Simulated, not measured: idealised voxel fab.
Title: Process Module voxel capacitor over wiring
For reference, the cross-section in this document is cut, with width 285 nm and square cells of 5 nm.
Cross-sections here: square-cell grids, written as top-down lists of bands, a band being one or more rows of cells.
First you get the band's top height and its bottom height, in nm, and then the materials it's made of, left to right, with each width in nm. If you see a single material with "everywhere", that one covers the band edge to edge. "blank" is empty space.
Note: height 0 marks the level under which the wafer is uniformly one material as received. Lowest band unbounded below, written "top 0, no bottom".
You'd read "30..40" like this: the band's top row of cells is as wide as the first number, its bottom row is as wide as the second, and going down, every row changes width by the same amount as the row before did.
"nothing altered" (step): cross-section cells unchanged, all of them.
The entry titled "Enclosed internal cavities" provides the empty spaces that have no open way to the top, restricted to those of 8 cells or more. Each is presented as width x height at distance, the distance being measured from the left edge, with all three in nm.
On a step's line, text after the settings is the simulator commenting on that step.
Each step line may optionally specify "overlay nm", which for a step with a mask gives the rightward distance between the mask's planned place and where it lay, a negative value indicating the leftward direction.

SO HERE'S THE LINEUP OF PROCESS STEPS WE PLANNED
1,RECEIVE: material Si
2,CONFORMAL_DEP: material SiO2, thk nm 10
3,CONFORMAL_DEP: material SiN, thk nm 5
4,DIRECTIONAL_DEP: material SiO2, thk nm 20
5,MASKED_ETCH: tone open, mask id METAL_1, width nm 30, pitch nm 90, etch materials SiO2, depth nm 20, overlay nm 0
6,MASKED_ETCH: tone open, mask id METAL_1, width nm 30, pitch nm 90, etch materials SiN, depth nm 5, overlay nm 0
7,CONFORMAL_DEP: material TiN, thk nm 5
8,FILL_DEP: material W, thk nm 5
9,CMP: height nm 35
10,CONFORMAL_DEP: material SiCN, thk nm 5
11,DIRECTIONAL_DEP: material SiO2, thk nm 15
12,PATTERN: tone open, mask id PLUG_1, material resist, width nm 15, thk nm 15, overlay nm 0
13,DIRECTIONAL_ETCH: etch materials SiO2, depth nm 15
14,DIRECTIONAL_ETCH: etch materials SiCN, depth nm 5
15,STRIP: etch materials resist
16,EPI: material Ru, thk nm 10
17,EPI: material Ru, thk nm 10
18,DIRECTIONAL_DEP: material TiN, thk nm 10
19,DIRECTIONAL_DEP: material SiN, thk nm 5
20,DIRECTIONAL_DEP: material TiN, thk nm 5
21,DIRECTIONAL_DEP: material aC, thk nm 15
22,PATTERN: tone cover, mask id UPPER_PLATE, material resist, width nm 65, thk nm 30, overlay nm 0
23,DIRECTIONAL_ETCH: etch materials aC, depth nm 15
24,STRIP: etch materials resist
25,DIRECTIONAL_ETCH: etch materials TiN, depth nm 5
26,DIRECTIONAL_ETCH: etch materials SiN, depth nm 5
27,STRIP: etch materials aC
28,DIRECTIONAL_DEP: material aC, thk nm 15
29,PATTERN: tone cover, mask id LOWER_PLATE, material resist, width nm 75, thk nm 35, overlay nm 0
30,DIRECTIONAL_ETCH: etch materials aC, depth nm 15
31,STRIP: etch materials resist
32,DIRECTIONAL_ETCH: etch materials TiN, depth nm 10
33,STRIP: etch materials aC
34,FILL_DEP: material SiO2, thk nm 15
35,CMP: height nm 85
36,DIRECTIONAL_DEP: material aC, thk nm 15
37,PATTERN: tone open, mask id PLUG_2, material resist, width nm 15, thk nm 35, overlay nm 0
38,DIRECTIONAL_ETCH: etch materials aC, depth nm 15
39,STRIP: etch materials resist
40,DIRECTIONAL_ETCH: etch materials SiO2, depth nm 10
41,STRIP: etch materials aC
42,CONFORMAL_DEP: material TiN, thk nm 5
43,FILL_DEP: material Ru, thk nm 5
44,CMP: height nm 85
45,CONFORMAL_DEP: material SiN, thk nm 5

WAFER AS RECEIVED: CROSS-SECTION FOLLOWING STEP 1
	top 0, no bottom  Si everywhere
	Enclosed internal cavities: none

AS-PLANNED RUN: CROSS-SECTION OF THE FIRST OF TWO WAFERS AT END OF MODULE
	top 90, bottom 85  SiN everywhere
	top 85, bottom 80  SiO2 105, then TiN 5, then Ru 5, then TiN 5, then SiO2 165
	top 80, bottom 70  SiO2 105..95, then TiN 15..65, then SiO2 165..125
	top 70, bottom 65  SiO2 95, then SiN 65, then SiO2 125
	top 65, bottom 55  SiO2 90, then TiN 75, then SiO2 120
	top 55, bottom 40  SiO2 95, then Ru 15, then SiO2 175
	top 40, bottom 35  SiCN 95, then Ru 15, then SiCN 175
	top 35, bottom 15  SiO2 80, then TiN 5, then W 20, then TiN 5, then SiO2 60, then TiN 5, then W 20, then TiN 5, then SiO2 85
	top 15, bottom 10  SiN 80, then TiN 30, then SiN 60, then TiN 30, then SiN 85
	top 10, bottom 0  SiO2 everywhere
	top 0, no bottom  Si everywhere
	Enclosed internal cavities: none

THE SECOND WAFER, SHOWN IN CROSS-SECTION AFTER THE MODULE: STARTED THE SAME WAY AS THE FIRST AND GIVEN THE SAME PLAN, YET ONE MISTAKE CREPT INTO HOW IT WAS RUN
	top 90, bottom 85  SiN everywhere
	top 85, bottom 80  SiO2 105, then TiN 5, then Ru 5, then TiN 5, then SiO2 165
	top 80, bottom 70  SiO2 105..95, then TiN 15..65, then SiO2 165..125
	top 70, bottom 65  SiO2 95, then SiN 65, then SiO2 125
	top 65, bottom 55  SiO2 90, then TiN 75, then SiO2 120
	top 55, bottom 40  SiO2 95, then Ru 15, then SiO2 175
	top 40, bottom 35  SiCN 95, then Ru 15, then SiCN 175
	top 35, bottom 15  SiO2 80, then Ru 5, then W 20, then Ru 5, then SiO2 60, then Ru 5, then W 20, then Ru 5, then SiO2 85
	top 15, bottom 10  SiN 80, then Ru 30, then SiN 60, then Ru 30, then SiN 85
	top 10, bottom 0  SiO2 everywhere
	top 0, no bottom  Si everywhere
	Enclosed internal cavities: none
Finding, execution versus plan: step 7 changed vs plan, executed as CONFORMAL_DEP: material Ru, thk nm 5
Final cells, second wafer relative to first, materials higher or lower: 28 more of Ru; 28 fewer of TiN
